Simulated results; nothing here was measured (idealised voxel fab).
A process module follows: voxel self aligned vias.
FYI the section here is cut, 295 nm wide, cells are 5 nm squares.
Cross-section, as written here: a square-cell grid given band by band from the top down, where a band holds one or more rows of cells.
Each band's line starts with the height of the band's top and of its bottom, in nm. Then come its materials from left to right, each with its width in nm. One material with "all across" fills the band from edge to edge. "air" is empty space.
For the purposes of this specification, 0 denotes the height below which the wafer in its as-received condition is composed wholly of one material, and the lowermost band, lacking a lower limit, extends downward without end, as expressed in "0..down".
A width such as "30 to 40" changes by the same amount from each row of cells to the next, from the band's top row to its bottom row.
A step reported as "all unchanged" is a step in which no cell of the cross-section changed.
Any empty space of 8 cells or more lacking an open way to the top shows up in "Fully enclosed voids" as width x height at distance, distance from the left edge, in nm.
It should be noted that, on the line of a given step, the content following the step's settings is a remark produced by the simulator itself with respect to that step.
If you see "overlay nm" on a step's line and that step has a mask, it's telling you how far right of where it was planned the mask ended up; a negative number means it went left instead.

# So here's the lineup of process steps we planned
1,RECEIVE [material Si]
2,CONFORMAL_DEP [material SiO2] [thk nm 10]
3,CONFORMAL_DEP [material SiCN] [thk nm 5]
4,DIRECTIONAL_DEP [material SiO2] [thk nm 25]
5,DIRECTIONAL_DEP [material aC] [thk nm 15]
6,PATTERN [tone open] [mask id LINES] [material resist] [width nm 30] [pitch nm 65] [thk nm 30] [overlay nm 0]
7,DIRECTIONAL_ETCH [etch materials aC] [depth nm 15]
8,STRIP [etch materials resist]
9,DIRECTIONAL_ETCH [etch materials SiO2] [depth nm 25]
10,STRIP [etch materials aC]
11,CONFORMAL_DEP [material TiN] [thk nm 5]
12,FILL_DEP [material W] [thk nm 5]
13,CMP [height nm 40]
14,SELECTIVE_ETCH [etch materials W Ru TiN] [depth nm 5]
15,FILL_DEP [material SiN] [thk nm 5]
16,CMP [height nm 40]
17,DIRECTIONAL_DEP [material SiO2] [thk nm 15]
18,DIRECTIONAL_DEP [material aC] [thk nm 15]
19,PATTERN [tone open] [mask id VIAS] [material resist] [width nm 40] [thk nm 35] [overlay nm 0]
20,DIRECTIONAL_ETCH [etch materials aC] [depth nm 15]
21,STRIP [etch materials resist]
22,DIRECTIONAL_ETCH [etch materials SiO2] [depth nm 15]
23,DIRECTIONAL_ETCH [etch materials SiN] [depth nm 5]
24,STRIP [etch materials aC]
25,CONFORMAL_DEP [material TiN] [thk nm 5]
26,FILL_DEP [material W] [thk nm 5]
27,CMP [height nm 55]
28,CONFORMAL_DEP [material SiN] [thk nm 5]

# Wafer as received: cross-section following step 1
0..down  Si all across
Fully enclosed voids: none

# Cross-section: first of two wafers, module finished, run according to plan
60..55  SiN all across
55..45  SiO2=95 / TiN=5 / W=30 / TiN=5 / SiO2=160
45..40  SiO2=95 / TiN=10 / W=20 / TiN=10 / SiO2=160
40..35  SiO2=100 / TiN=30 / SiO2=35 / SiN=30 / SiO2=100
35..20  SiO2=100 / TiN=5 / W=20 / TiN=5 / SiO2=35 / TiN=5 / W=20 / TiN=5 / SiO2=100
20..15  SiO2=100 / TiN=30 / SiO2=35 / TiN=30 / SiO2=100
15..10  SiCN all across
10..0  SiO2 all across
0..down  Si all across
Fully enclosed voids: none

# Presented here is a cross-section of the second of the two wafers as it stood at the end of the module. It was started in the same manner and assigned the same plan as the first wafer; however, one mistake was made in its execution
60..55  SiN all across
55..40  SiO2=95 / TiN=5 / W=30 / TiN=5 / SiO2=160
40..35  SiO2=95 / TiN=40 / SiO2=30 / SiN=30 / SiO2=100
35..25  SiO2=95 / TiN=10 / W=20 / TiN=10 / SiO2=30 / TiN=5 / W=20 / TiN=5 / SiO2=100
25..20  SiO2=100 / TiN=5 / W=20 / TiN=5 / SiO2=35 / TiN=5 / W=20 / TiN=5 / SiO2=100
20..15  SiO2=100 / TiN=30 / SiO2=35 / TiN=30 / SiO2=100
15..10  SiCN all across
10..0  SiO2 all across
0..down  Si all across
Fully enclosed voids: none
In executing the process, a mistake was made relative to the plan: the plan's step 22 ran twice
Wrapping up, a cell-based count of both wafers puts the second over or under the first for these materials: SiO2: 6 fewer, TiN: 4 more, W: 2 more
